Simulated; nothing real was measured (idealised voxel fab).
process module | voxel capacitor over wiring
cross-section cut | 220 nm wide | cells 5 nm
A cross-section is a grid of square cells, given in bands from the top down. A band is one or more rows of cells.
Each band's line starts with the height of the band's top and of its bottom, in nm. Then come its materials from left to right, each with its width in nm. One material with "throughout" fills the band from edge to edge. "air" is empty space.
Height 0 is the level under which the wafer as received is all one material. The lowest band goes on downwards, as in "0 down".
A width such as "30 to 40" changes by the same amount from each row of cells to the next, from the band's top row to its bottom row.
"no change" after a step means that no cell of the cross-section changed.
closed voids: empty space of 8 cells or more with no open way to the top, each as width x height at its distance from the left edge, in nm
after a step's settings: what the simulator itself notes on the step
overlay nm, on a step with a mask: how far to the right of its planned place the mask lay; to the left if negative
plan
1 op RECEIVE | material Si
2 op CONFORMAL_DEP | material SiO2 | thk nm 10
3 op DIRECTIONAL_DEP | material TiN | thk nm 5
4 op DIRECTIONAL_DEP | material W | thk nm 20
5 op DIRECTIONAL_DEP | material aC | thk nm 10
6 op PATTERN | tone cover | mask id METAL_1 | material resist | width nm 20 | pitch nm 70 | thk nm 30 | overlay nm 0
7 op DIRECTIONAL_ETCH | etch materials aC | depth nm 10
8 op STRIP | etch materials resist
9 op DIRECTIONAL_ETCH | etch materials W | depth nm 20
10 op DIRECTIONAL_ETCH | etch materials TiN | depth nm 5
11 op STRIP | etch materials aC
12 op FILL_DEP | material SiO2 | thk nm 10
13 op CMP | height nm 35
14 op CONFORMAL_DEP | material SiCN | thk nm 5
15 op DIRECTIONAL_DEP | material SiO2 | thk nm 20
16 op PATTERN | tone open | mask id PLUG_1 | material resist | width nm 15 | thk nm 20 | overlay nm 0
17 op DIRECTIONAL_ETCH | etch materials SiO2 | depth nm 20
18 op DIRECTIONAL_ETCH | etch materials SiCN | depth nm 5
19 op STRIP | etch materials resist
20 op CONFORMAL_DEP | material TiN | thk nm 5
21 op FILL_DEP | material Cu | thk nm 5
22 op CMP | height nm 60
23 op DIRECTIONAL_DEP | material TiN | thk nm 10
24 op DIRECTIONAL_DEP | material HfO2 | thk nm 5
25 op DIRECTIONAL_DEP | material TiN | thk nm 5
26 op MASKED_ETCH | tone cover | mask id UPPER_PLATE | width nm 55 | etch materials TiN | depth nm 5 | overlay nm 0
27 op MASKED_ETCH | tone cover | mask id UPPER_PLATE | width nm 55 | etch materials HfO2 | depth nm 5 | overlay nm 0
28 op MASKED_ETCH | tone cover | mask id LOWER_PLATE | width nm 65 | etch materials TiN | depth nm 10 | overlay nm 0
29 op FILL_DEP | material SiO2 | thk nm 20
30 op CMP | height nm 95
31 op PATTERN | tone open | mask id PLUG_2 | material resist | width nm 15 | thk nm 15 | overlay nm 0
32 op DIRECTIONAL_ETCH | etch materials SiO2 | depth nm 15
33 op STRIP | etch materials resist
34 op CONFORMAL_DEP | material TiN | thk nm 5
35 op FILL_DEP | material Cu | thk nm 10
36 op CMP | height nm 95
37 op CONFORMAL_DEP | material SiN | thk nm 5
as received, after step 1
  0 down: Si throughout
  closed voids: none
first wafer at the end, as planned
  100 to 95: SiN throughout
  95 to 85: SiO2 80 | TiN 5 | Cu 5 | TiN 5 | SiO2 125
  85 to 75: SiO2 80 to 70 | TiN 15 to 55 | SiO2 125 to 95
  75 to 70: SiO2 70 | HfO2 55 | SiO2 95
  70 to 60: SiO2 65 | TiN 65 | SiO2 90
  60 to 40: SiO2 70 | TiN 5 | Cu 5 | TiN 5 | SiO2 135
  40 to 35: SiCN 70 | TiN 15 | SiCN 135
  35 to 15: SiO2 65 | W 20 | SiO2 50 | W 20 | SiO2 65
  15 to 10: SiO2 65 | TiN 20 | SiO2 50 | TiN 20 | SiO2 65
  10 to 0: SiO2 throughout
  0 down: Si throughout
  closed voids: none
second wafer at the end: like start, like plan, one mistake
  100 to 95: SiN throughout
  95 to 85: SiO2 80 | TiN 5 | Cu 5 | TiN 5 | SiO2 125
  85 to 75: SiO2 80 to 70 | TiN 15 to 55 | SiO2 125 to 95
  75 to 70: SiO2 70 | HfO2 55 | SiO2 95
  70 to 60: SiO2 65 | TiN 65 | SiO2 90
  60 to 40: SiO2 70 | TiN 5 | Cu 5 | TiN 5 | SiO2 135
  40 to 35: SiCN 70 | TiN 15 | SiCN 135
  35 to 25: SiO2 throughout
  25 to 5: SiO2 65 | W 20 | SiO2 50 | W 20 | SiO2 65
  5 to 0: SiO2 65 | TiN 20 | SiO2 50 | TiN 20 | SiO2 65
  0 down: Si throughout
  closed voids: none
what went wrong: step 2 was left out
at the end the second wafer has, in cells: as many of each material as the first, in other places
